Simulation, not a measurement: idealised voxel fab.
process module | voxel double patterning
cross-section cut | 195 nm wide | cells 5 nm
A cross-section is a grid of square cells, given in bands from the top down. A band is one or more rows of cells.
Each band's line starts with the height of the band's top and of its bottom, in nm. Then come its materials from left to right, each with its width in nm. One material with "throughout" fills the band from edge to edge. "air" is empty space.
Height 0 is the level under which the wafer as received is all one material. The lowest band goes on downwards, as in "0 down".
A width such as "30 to 40" changes by the same amount from each row of cells to the next, from the band's top row to its bottom row.
"no change" after a step means that no cell of the cross-section changed.
closed voids: empty space of 8 cells or more with no open way to the top, each as width x height at its distance from the left edge, in nm
after a step's settings: what the simulator itself notes on the step
overlay nm, on a step with a mask: how far to the right of its planned place the mask lay; to the left if negative
plan
1 op RECEIVE | material Si
2 op CONFORMAL_DEP | material SiO2 | thk nm 5
3 op DIRECTIONAL_DEP | material polySi | thk nm 10
4 op DIRECTIONAL_DEP | material SiCN | thk nm 10
5 op MASKED_ETCH | tone open | mask id FIRST | width nm 15 | pitch nm 50 | etch materials SiCN | depth nm 10 | overlay nm 0
6 op PATTERN | tone open | mask id SECOND | material resist | width nm 15 | thk nm 15 | overlay nm -15
7 op DIRECTIONAL_ETCH | etch materials SiCN | depth nm 10
8 op STRIP | etch materials resist
9 op DIRECTIONAL_ETCH | etch materials polySi | depth nm 10
10 op STRIP | etch materials SiCN
varied across the wafers: overlay nm of step 6. The plan shows the first wafer's value. All wafers start alike
first wafer as received, after step 1
  0 down: Si throughout
  closed voids: none
each wafer at the end: cells of each material gained (+) or lost (-) since it was received, then its closed voids
overlay nm -15 | +39 SiO2 | +62 polySi | closed voids: none
overlay nm -10 | +39 SiO2 | +60 polySi | closed voids: none
overlay nm -5 | +39 SiO2 | +60 polySi | closed voids: none
overlay nm 0 | +39 SiO2 | +60 polySi | closed voids: none
overlay nm 5 | +39 SiO2 | +60 polySi | closed voids: none
overlay nm 10 | +39 SiO2 | +60 polySi | closed voids: none
overlay nm 15 | +39 SiO2 | +62 polySi | closed voids: none
